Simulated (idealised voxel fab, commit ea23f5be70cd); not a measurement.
Herein follows the process module entitled voxel wiring stack.
Displayed cross-section: cut, width of 225 nm, square cells sized 5 nm.
Cross-sections here: square-cell grids, written as top-down lists of bands, a band being one or more rows of cells. Look at the band entry: it leads with the top's height and the bottom's height in nm. Then it lists the materials left to right, with a width in nm for each. The word "all across" on a single material says that material fills the band edge to edge. The word "empty" is empty space. The level at which height equals 0 is the one under which the wafer, as it arrives, is entirely one material. No lower edge exists for the bottom band, which continues downward and is notated as in "0 and below". You'd read "30->40" like this: the band's top row of cells is as wide as the first number, its bottom row is as wide as the second, and going down, every row changes width by the same amount as the row before did. No cell of the cross-section changed in a step that is given as "stayed the same". Voids not open to the top, 8 cells minimum: see "Closed cavities". Written width x height at distance; distance is from the left edge; nm. Whatever follows a step's settings on its line is a remark the simulator itself makes about that step. The setting "overlay nm" may be written on the line of a step. When the step uses a mask, the value reports how far to the right of the planned place the mask lay, and a negative value reports that it lay to the left.
-- The process steps that were planned are listed below
- 1: RECEIVE [material Si]
- 2: CONFORMAL_DEP [material SiO2] [thk nm 10]
- 3: DIRECTIONAL_DEP [material TiN] [thk nm 5]
- 4: DIRECTIONAL_DEP [material Ru] [thk nm 20]
- 5: DIRECTIONAL_DEP [material aC] [thk nm 10]
- 6: PATTERN [tone cover] [mask id METAL_1] [material resist] [width nm 30] [pitch nm 50] [thk nm 30] [overlay nm 0]
- 7: DIRECTIONAL_ETCH [etch materials aC] [depth nm 10]
- 8: STRIP [etch materials resist]
- 9: DIRECTIONAL_ETCH [etch materials Ru] [depth nm 20]
- 10: DIRECTIONAL_ETCH [etch materials TiN] [depth nm 5]
- 11: STRIP [etch materials aC]
- 12: CONFORMAL_DEP [material SiCN] [thk nm 5]
- 13: FILL_DEP [material lowk] [thk nm 5]
- 14: CMP [height nm 35]
- 15: CONFORMAL_DEP [material SiCN] [thk nm 5]
- 16: DIRECTIONAL_DEP [material lowk] [thk nm 15]
- 17: MASKED_ETCH [tone open] [mask id PLUG_1] [width nm 15] [pitch nm 50] [etch materials lowk] [depth nm 15] [overlay nm 0]
- 18: MASKED_ETCH [tone open] [mask id PLUG_1] [width nm 15] [pitch nm 50] [etch materials SiCN] [depth nm 5] [overlay nm 0]
- 19: CONFORMAL_DEP [material TiN] [thk nm 5]
- 20: FILL_DEP [material Cu] [thk nm 10]
- 21: CMP [height nm 55]
- 22: DIRECTIONAL_DEP [material TiN] [thk nm 5]
- 23: DIRECTIONAL_DEP [material W] [thk nm 20]
- 24: PATTERN [tone cover] [mask id METAL_2] [material resist] [width nm 30] [pitch nm 50] [thk nm 15] [overlay nm 0]
- 25: DIRECTIONAL_ETCH [etch materials W] [depth nm 20]
- 26: DIRECTIONAL_ETCH [etch materials TiN] [depth nm 5]
- 27: STRIP [etch materials resist]
- 28: FILL_DEP [material lowk] [thk nm 5]
- 29: CMP [height nm 80]
- 30: CONFORMAL_DEP [material SiCN] [thk nm 5]
- 31: DIRECTIONAL_DEP [material SiO2] [thk nm 10]
- 32: PATTERN [tone open] [mask id PLUG_2] [material resist] [width nm 15] [pitch nm 100] [thk nm 20] [overlay nm 0]
- 33: DIRECTIONAL_ETCH [etch materials SiO2] [depth nm 10]
- 34: DIRECTIONAL_ETCH [etch materials SiCN] [depth nm 5]
- 35: STRIP [etch materials resist]
- 36: EPI [material Ru] [thk nm 10]
- 37: EPI [material Ru] [thk nm 5]
- 38: DIRECTIONAL_DEP [material TiN] [thk nm 5]
- 39: DIRECTIONAL_DEP [material Ru] [thk nm 25]
- 40: PATTERN [tone cover] [mask id METAL_3] [material resist] [width nm 30] [pitch nm 50] [thk nm 20] [overlay nm 0]
- 41: DIRECTIONAL_ETCH [etch materials Ru] [depth nm 25]
- 42: DIRECTIONAL_ETCH [etch materials TiN] [depth nm 5]
- 43: STRIP [etch materials resist]
- 44: FILL_DEP [material lowk] [thk nm 10]
- 45: CMP [height nm 125]
- 46: CONFORMAL_DEP [material SiN] [thk nm 5]
What sets these wafers apart? The width nm at step 17. They all start alike, and the plan carries the first wafer's value.
-- Cross-section: the first of several wafers in its as-received state, i.e. following step 1
    0 and below | Si all across
    Closed cavities: none
-- Heads up, this table goes wafer by wafer. A row tells you, at the end of the module, how many cells of each material that wafer has put on (+) or dropped (-) since it was received, and then its closed voids
width nm 15; +12 Cu; +234 Ru; +125 SiCN; +45 SiN; +168 SiO2; +108 TiN; +96 W; +382 lowk; Closed cavities: none
width nm 20; +20 Cu; +234 Ru; +125 SiCN; +45 SiN; +168 SiO2; +112 TiN; +96 W; +370 lowk; Closed cavities: none
width nm 25; +28 Cu; +234 Ru; +125 SiCN; +45 SiN; +168 SiO2; +116 TiN; +96 W; +358 lowk; Closed cavities: none
width nm 30; +36 Cu; +234 Ru; +125 SiCN; +45 SiN; +168 SiO2; +120 TiN; +96 W; +346 lowk; Closed cavities: none
